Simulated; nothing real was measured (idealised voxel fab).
process module | voxel capacitor over wiring
cross-section cut | 150 nm wide | cells 5 nm
A cross-section is a grid of square cells, given in bands from the top down. A band is one or more rows of cells.
Each band's line starts with the height of the band's top and of its bottom, in nm. Then come its materials from left to right, each with its width in nm. One material with "throughout" fills the band from edge to edge. "air" is empty space.
Height 0 is the level under which the wafer as received is all one material. The lowest band goes on downwards, as in "0 down".
A width such as "30 to 40" changes by the same amount from each row of cells to the next, from the band's top row to its bottom row.
"no change" after a step means that no cell of the cross-section changed.
closed voids: empty space of 8 cells or more with no open way to the top, each as width x height at its distance from the left edge, in nm
after a step's settings: what the simulator itself notes on the step
overlay nm, on a step with a mask: how far to the right of its planned place the mask lay; to the left if negative
plan
1 op RECEIVE | material Si
2 op CONFORMAL_DEP | material SiO2 | thk nm 15
3 op DIRECTIONAL_DEP | material TiN | thk nm 5
4 op DIRECTIONAL_DEP | material Ru | thk nm 15
5 op MASKED_ETCH | tone cover | mask id METAL_1 | width nm 20 | pitch nm 75 | etch materials Ru | depth nm 15 | overlay nm 0
6 op MASKED_ETCH | tone cover | mask id METAL_1 | width nm 20 | pitch nm 75 | etch materials TiN | depth nm 5 | overlay nm 0
7 op FILL_DEP | material lowk | thk nm 5
8 op CMP | height nm 35
9 op CONFORMAL_DEP | material SiCN | thk nm 5
10 op DIRECTIONAL_DEP | material SiO2 | thk nm 10
11 op DIRECTIONAL_DEP | material aC | thk nm 10
12 op PATTERN | tone open | mask id PLUG_1 | material resist | width nm 15 | thk nm 30 | overlay nm 0
13 op DIRECTIONAL_ETCH | etch materials aC | depth nm 10
14 op STRIP | etch materials resist
15 op DIRECTIONAL_ETCH | etch materials SiO2 | depth nm 10
16 op DIRECTIONAL_ETCH | etch materials SiCN | depth nm 5
17 op STRIP | etch materials aC
18 op EPI | material Ru | thk nm 10
19 op EPI | material Ru | thk nm 5
20 op DIRECTIONAL_DEP | material TiN | thk nm 10
21 op DIRECTIONAL_DEP | material Al2O3 | thk nm 5
22 op DIRECTIONAL_DEP | material TiN | thk nm 5
23 op DIRECTIONAL_DEP | material aC | thk nm 10
24 op PATTERN | tone cover | mask id UPPER_PLATE | material resist | width nm 60 | thk nm 25 | overlay nm 0
25 op DIRECTIONAL_ETCH | etch materials aC | depth nm 10
26 op STRIP | etch materials resist
27 op DIRECTIONAL_ETCH | etch materials TiN | depth nm 5
28 op DIRECTIONAL_ETCH | etch materials Al2O3 | depth nm 5
29 op STRIP | etch materials aC
30 op DIRECTIONAL_DEP | material aC | thk nm 15
31 op PATTERN | tone cover | mask id LOWER_PLATE | material resist | width nm 70 | thk nm 30 | overlay nm 0
32 op DIRECTIONAL_ETCH | etch materials aC | depth nm 15
33 op STRIP | etch materials resist
34 op DIRECTIONAL_ETCH | etch materials TiN | depth nm 10
35 op STRIP | etch materials aC
36 op FILL_DEP | material SiO2 | thk nm 20
37 op CMP | height nm 85
38 op MASKED_ETCH | tone open | mask id PLUG_2 | width nm 15 | etch materials SiO2 | depth nm 15 | overlay nm 0
39 op CONFORMAL_DEP | material TiN | thk nm 5
40 op FILL_DEP | material W | thk nm 10
41 op CMP | height nm 85
42 op CONFORMAL_DEP | material SiN | thk nm 5
first wafer, as planned
as received, after step 1
  0 down: Si throughout
  closed voids: none
after step 2
  15 to 0: SiO2 throughout
  below 0: unchanged
after step 3
  20 to 15: TiN throughout
  below 15: unchanged
after step 4
  35 to 20: Ru throughout
  below 20: unchanged
after step 5
  35 to 20: air 25 | Ru 20 | air 55 | Ru 20 | air 30
  below 20: unchanged
after step 6
  35 to 20: air 25 | Ru 20 | air 55 | Ru 20 | air 30
  20 to 15: air 25 | TiN 20 | air 55 | TiN 20 | air 30
  below 15: unchanged
after step 7
  40 to 35: lowk throughout
  35 to 20: lowk 25 | Ru 20 | lowk 55 | Ru 20 | lowk 30
  20 to 15: lowk 25 | TiN 20 | lowk 55 | TiN 20 | lowk 30
  below 15: unchanged
after step 8
  35 to 20: lowk 25 | Ru 20 | lowk 55 | Ru 20 | lowk 30
  below 20: unchanged
after step 9
  40 to 35: SiCN throughout
  below 35: unchanged
after step 10
  50 to 40: SiO2 throughout
  below 40: unchanged
after step 11
  60 to 50: aC throughout
  below 50: unchanged
after step 12
  90 to 60: resist 30 | air 15 | resist 105
  below 60: unchanged
after step 13
  80 to 60: resist 30 | air 15 | resist 105
  60 to 50: aC 30 | air 15 | aC 105
  below 50: unchanged
after step 14
  60 to 50: aC 30 | air 15 | aC 105
  below 50: unchanged
after step 15
  60 to 50: aC 30 | air 15 | aC 105
  50 to 40: SiO2 30 | air 15 | SiO2 105
  below 40: unchanged
after step 16
  60 to 50: aC 30 | air 15 | aC 105
  50 to 40: SiO2 30 | air 15 | SiO2 105
  40 to 35: SiCN 30 | air 15 | SiCN 105
  below 35: unchanged
after step 17
  50 to 40: SiO2 30 | air 15 | SiO2 105
  below 40: unchanged
after step 18
  50 to 45: SiO2 30 | air 15 | SiO2 105
  45 to 40: SiO2 30 | Ru 15 | SiO2 105
  40 to 35: SiCN 30 | Ru 15 | SiCN 105
  below 35: unchanged
after step 19
  50 to 40: SiO2 30 | Ru 15 | SiO2 105
  below 40: unchanged
after step 20
  60 to 50: TiN throughout
  below 50: unchanged
after step 21
  65 to 60: Al2O3 throughout
  below 60: unchanged
after step 22
  70 to 65: TiN throughout
  below 65: unchanged
after step 23
  80 to 70: aC throughout
  below 70: unchanged
after step 24
  105 to 80: air 30 | resist 60 | air 60
  below 80: unchanged
after step 25
  95 to 80: air 30 | resist 60 | air 60
  80 to 70: air 30 | aC 60 | air 60
  below 70: unchanged
after step 26
  80 to 70: air 30 | aC 60 | air 60
  below 70: unchanged
after step 27
  80 to 70: air 30 | aC 60 | air 60
  70 to 65: air 30 | TiN 60 | air 60
  below 65: unchanged
after step 28
  80 to 70: air 30 | aC 60 | air 60
  70 to 65: air 30 | TiN 60 | air 60
  65 to 60: air 30 | Al2O3 60 | air 60
  below 60: unchanged
after step 29
  70 to 65: air 30 | TiN 60 | air 60
  below 65: unchanged
after step 30
  85 to 75: air 30 | aC 60 | air 60
  75 to 70: aC throughout
  70 to 65: aC 30 | TiN 60 | aC 60
  65 to 60: aC 30 | Al2O3 60 | aC 60
  below 60: unchanged
after step 31
  115 to 85: air 25 | resist 70 | air 55
  85 to 75: air 25 | resist 5 | aC 60 | resist 5 | air 55
  below 75: unchanged
after step 32
  100 to 85: air 25 | resist 70 | air 55
  85 to 75: air 25 | resist 5 | aC 60 | resist 5 | air 55
  75 to 70: air 25 | aC 70 | air 55
  70 to 65: air 25 | aC 5 | TiN 60 | aC 5 | air 55
  65 to 60: air 25 | aC 5 | Al2O3 60 | aC 5 | air 55
  below 60: unchanged
after step 33
  85 to 75: air 30 | aC 60 | air 60
  below 75: unchanged
after step 34
  85 to 75: air 30 | aC 60 | air 60
  75 to 70: air 25 | aC 70 | air 55
  70 to 65: air 25 | aC 5 | TiN 60 | aC 5 | air 55
  65 to 60: air 25 | aC 5 | Al2O3 60 | aC 5 | air 55
  60 to 50: air 25 | TiN 70 | air 55
  below 50: unchanged
after step 35
  70 to 65: air 30 | TiN 60 | air 60
  65 to 60: air 30 | Al2O3 60 | air 60
  below 60: unchanged
after step 36
  90 to 70: SiO2 throughout
  70 to 65: SiO2 30 | TiN 60 | SiO2 60
  65 to 60: SiO2 30 | Al2O3 60 | SiO2 60
  60 to 50: SiO2 25 | TiN 70 | SiO2 55
  below 50: unchanged
after step 37
  85 to 70: SiO2 throughout
  below 70: unchanged
after step 38
  85 to 70: SiO2 40 | air 15 | SiO2 95
  below 70: unchanged
after step 39
  90 to 85: TiN 45 | air 5 | TiN 100
  85 to 75: SiO2 40 | TiN 5 | air 5 | TiN 5 | SiO2 95
  75 to 65: SiO2 40 to 30 | TiN 15 to 60 | SiO2 95 to 60
  below 65: unchanged
after step 40
  100 to 90: W throughout
  90 to 85: TiN 45 | W 5 | TiN 100
  85 to 75: SiO2 40 | TiN 5 | W 5 | TiN 5 | SiO2 95
  below 75: unchanged
after step 41
  85 to 75: SiO2 40 | TiN 5 | W 5 | TiN 5 | SiO2 95
  below 75: unchanged
after step 42
  90 to 85: SiN throughout
  below 85: unchanged
second wafer: like start, like plan, one mistake. Through step 11 it matches the first wafer
when step 12 should have ended
  90 to 60: air 30 | resist 15 | air 105
  below 60: unchanged
when step 13 should have ended
  80 to 60: air 30 | resist 15 | air 105
  60 to 50: air 30 | aC 15 | air 105
  below 50: unchanged
when step 14 should have ended
  60 to 50: air 30 | aC 15 | air 105
  below 50: unchanged
when step 15 should have ended
  60 to 50: air 30 | aC 15 | air 105
  50 to 40: air 30 | SiO2 15 | air 105
  below 40: unchanged
when step 16 should have ended
  60 to 50: air 30 | aC 15 | air 105
  50 to 40: air 30 | SiO2 15 | air 105
  40 to 35: air 30 | SiCN 15 | air 105
  below 35: unchanged
when step 17 should have ended
  50 to 40: air 30 | SiO2 15 | air 105
  below 40: unchanged
when step 18 should have ended
  50 to 45: air 30 | SiO2 15 | air 105
  45 to 40: air 15 | Ru 15 | SiO2 15 | air 45 | Ru 40 | air 20
  40 to 35: air 15 | Ru 15 | SiCN 15 | air 45 | Ru 40 | air 20
  below 35: unchanged
when step 19 should have ended
  50 to 40: air 10 | Ru 20 | SiO2 15 | air 40 | Ru 50 | air 15
  40 to 35: air 10 | Ru 20 | SiCN 15 | air 40 | Ru 50 | air 15
  below 35: unchanged
when step 20 should have ended
  60 to 50: air 10 | TiN 35 | air 40 | TiN 50 | air 15
  50 to 45: air 10 | Ru 20 | SiO2 15 | air 40 | Ru 50 | air 15
  45 to 40: TiN 10 | Ru 20 | SiO2 15 | TiN 40 | Ru 50 | TiN 15
  40 to 35: TiN 10 | Ru 20 | SiCN 15 | TiN 40 | Ru 50 | TiN 15
  below 35: unchanged
when step 21 should have ended
  65 to 60: air 10 | Al2O3 35 | air 40 | Al2O3 50 | air 15
  60 to 50: air 10 | TiN 35 | air 40 | TiN 50 | air 15
  50 to 45: Al2O3 10 | Ru 20 | SiO2 15 | Al2O3 40 | Ru 50 | Al2O3 15
  below 45: unchanged
when step 22 should have ended
  70 to 65: air 10 | TiN 35 | air 40 | TiN 50 | air 15
  65 to 60: air 10 | Al2O3 35 | air 40 | Al2O3 50 | air 15
  60 to 55: air 10 | TiN 35 | air 40 | TiN 50 | air 15
  55 to 50: TiN throughout
  below 50: unchanged
when step 23 should have ended
  80 to 70: air 10 | aC 35 | air 40 | aC 50 | air 15
  70 to 65: air 10 | TiN 35 | air 40 | TiN 50 | air 15
  65 to 60: aC 10 | Al2O3 35 | aC 40 | Al2O3 50 | aC 15
  60 to 55: aC 10 | TiN 35 | aC 40 | TiN 50 | aC 15
  below 55: unchanged
when step 24 should have ended
  105 to 80: air 30 | resist 60 | air 60
  80 to 70: air 10 | aC 35 | resist 40 | aC 50 | air 15
  70 to 65: air 10 | TiN 35 | resist 40 | TiN 50 | air 15
  below 65: unchanged
when step 25 should have ended
  95 to 80: air 30 | resist 60 | air 60
  80 to 70: air 30 | aC 15 | resist 40 | aC 5 | air 60
  70 to 65: air 10 | TiN 35 | resist 40 | TiN 50 | air 15
  65 to 60: air 10 | Al2O3 35 | aC 40 | Al2O3 50 | air 15
  60 to 55: air 10 | TiN 35 | aC 40 | TiN 50 | air 15
  below 55: unchanged
when step 26 should have ended
  80 to 70: air 30 | aC 15 | air 40 | aC 5 | air 60
  70 to 65: air 10 | TiN 35 | air 40 | TiN 50 | air 15
  below 65: unchanged
when step 27 should have ended
  80 to 70: air 30 | aC 15 | air 40 | aC 5 | air 60
  70 to 65: air 30 | TiN 15 | air 40 | TiN 5 | air 60
  65 to 60: air 10 | Al2O3 35 | aC 40 | Al2O3 50 | air 15
  60 to 55: air 10 | TiN 35 | aC 40 | TiN 50 | air 15
  55 to 50: air 10 | TiN 125 | air 15
  below 50: unchanged
when step 28 should have ended
  80 to 70: air 30 | aC 15 | air 40 | aC 5 | air 60
  70 to 65: air 30 | TiN 15 | air 40 | TiN 5 | air 60
  65 to 60: air 30 | Al2O3 15 | aC 40 | Al2O3 5 | air 60
  60 to 55: air 10 | TiN 35 | aC 40 | TiN 50 | air 15
  55 to 50: air 10 | TiN 125 | air 15
  50 to 45: air 10 | Ru 20 | SiO2 15 | Al2O3 40 | Ru 50 | air 15
  below 45: unchanged
when step 29 should have ended
  70 to 65: air 30 | TiN 15 | air 40 | TiN 5 | air 60
  65 to 60: air 30 | Al2O3 15 | air 40 | Al2O3 5 | air 60
  60 to 55: air 10 | TiN 35 | air 40 | TiN 50 | air 15
  below 55: unchanged
when step 30 should have ended
  85 to 75: air 30 | aC 15 | air 40 | aC 5 | air 60
  75 to 70: air 10 | aC 35 | air 40 | aC 50 | air 15
  70 to 65: air 10 | aC 20 | TiN 15 | aC 40 | TiN 5 | aC 45 | air 15
  65 to 60: air 10 | aC 20 | Al2O3 15 | aC 40 | Al2O3 5 | aC 45 | air 15
  60 to 55: aC 10 | TiN 35 | aC 40 | TiN 50 | aC 15
  55 to 50: aC 10 | TiN 125 | aC 15
  50 to 45: aC 10 | Ru 20 | SiO2 15 | Al2O3 40 | Ru 50 | aC 15
  below 45: unchanged
when step 31 should have ended
  115 to 85: air 25 | resist 70 | air 55
  85 to 75: air 25 | resist 5 | aC 15 | resist 40 | aC 5 | resist 5 | air 55
  75 to 70: air 10 | aC 35 | resist 40 | aC 50 | air 15
  below 70: unchanged
when step 32 should have ended
  100 to 85: air 25 | resist 70 | air 55
  85 to 75: air 25 | resist 5 | aC 15 | resist 40 | aC 5 | resist 5 | air 55
  75 to 70: air 25 | aC 20 | resist 40 | aC 10 | air 55
  70 to 65: air 25 | aC 5 | TiN 15 | aC 40 | TiN 5 | aC 5 | air 55
  65 to 60: air 25 | aC 5 | Al2O3 15 | aC 40 | Al2O3 5 | aC 5 | air 55
  60 to 55: air 10 | TiN 35 | aC 40 | TiN 50 | air 15
  55 to 50: air 10 | TiN 125 | air 15
  50 to 45: air 10 | Ru 20 | SiO2 15 | Al2O3 40 | Ru 50 | air 15
  below 45: unchanged
when step 33 should have ended
  85 to 75: air 30 | aC 15 | air 40 | aC 5 | air 60
  75 to 70: air 25 | aC 20 | air 40 | aC 10 | air 55
  below 70: unchanged
when step 34 should have ended
  85 to 75: air 30 | aC 15 | air 40 | aC 5 | air 60
  75 to 70: air 25 | aC 20 | air 40 | aC 10 | air 55
  70 to 65: air 25 | aC 5 | TiN 15 | aC 40 | TiN 5 | aC 5 | air 55
  65 to 60: air 25 | aC 5 | Al2O3 15 | aC 40 | Al2O3 5 | aC 5 | air 55
  60 to 55: air 25 | TiN 20 | aC 40 | TiN 10 | air 55
  55 to 50: air 25 | TiN 70 | air 55
  50 to 45: air 10 | Ru 20 | SiO2 15 | Al2O3 40 | Ru 50 | air 15
  45 to 40: air 10 | Ru 20 | SiO2 15 | TiN 40 | Ru 50 | air 15
  40 to 35: air 10 | Ru 20 | SiCN 15 | TiN 40 | Ru 50 | air 15
  below 35: unchanged
when step 35 should have ended
  70 to 65: air 30 | TiN 15 | air 40 | TiN 5 | air 60
  65 to 60: air 30 | Al2O3 15 | air 40 | Al2O3 5 | air 60
  60 to 55: air 25 | TiN 20 | air 40 | TiN 10 | air 55
  below 55: unchanged
when step 36 should have ended
  90 to 70: SiO2 throughout
  70 to 65: SiO2 30 | TiN 15 | SiO2 40 | TiN 5 | SiO2 60
  65 to 60: SiO2 30 | Al2O3 15 | SiO2 40 | Al2O3 5 | SiO2 60
  60 to 55: SiO2 25 | TiN 20 | SiO2 40 | TiN 10 | SiO2 55
  55 to 50: SiO2 25 | TiN 70 | SiO2 55
  50 to 45: SiO2 10 | Ru 20 | SiO2 15 | Al2O3 40 | Ru 50 | SiO2 15
  45 to 40: SiO2 10 | Ru 20 | SiO2 15 | TiN 40 | Ru 50 | SiO2 15
  40 to 35: SiO2 10 | Ru 20 | SiCN 15 | TiN 40 | Ru 50 | SiO2 15
  below 35: unchanged
when step 37 should have ended
  85 to 70: SiO2 throughout
  below 70: unchanged
when step 38 should have ended
  85 to 70: SiO2 40 | air 15 | SiO2 95
  below 70: unchanged
when step 39 should have ended
  90 to 85: TiN 45 | air 5 | TiN 100
  85 to 75: SiO2 40 | TiN 5 | air 5 | TiN 5 | SiO2 95
  75 to 70: SiO2 40 | TiN 15 | SiO2 95
  below 70: unchanged
when step 40 should have ended
  100 to 90: W throughout
  90 to 85: TiN 45 | W 5 | TiN 100
  85 to 75: SiO2 40 | TiN 5 | W 5 | TiN 5 | SiO2 95
  below 75: unchanged
when step 41 should have ended
  85 to 75: SiO2 40 | TiN 5 | W 5 | TiN 5 | SiO2 95
  below 75: unchanged
when step 42 should have ended
  90 to 85: SiN throughout
  below 85: unchanged
what went wrong: step 12 ran as: op PATTERN | tone cover | mask id PLUG_1 | material resist | width nm 15 | thk nm 30 | overlay nm 0
at the end the second wafer has, in cells: 33 more of Ru | 24 fewer of SiCN | 9 fewer of SiO2
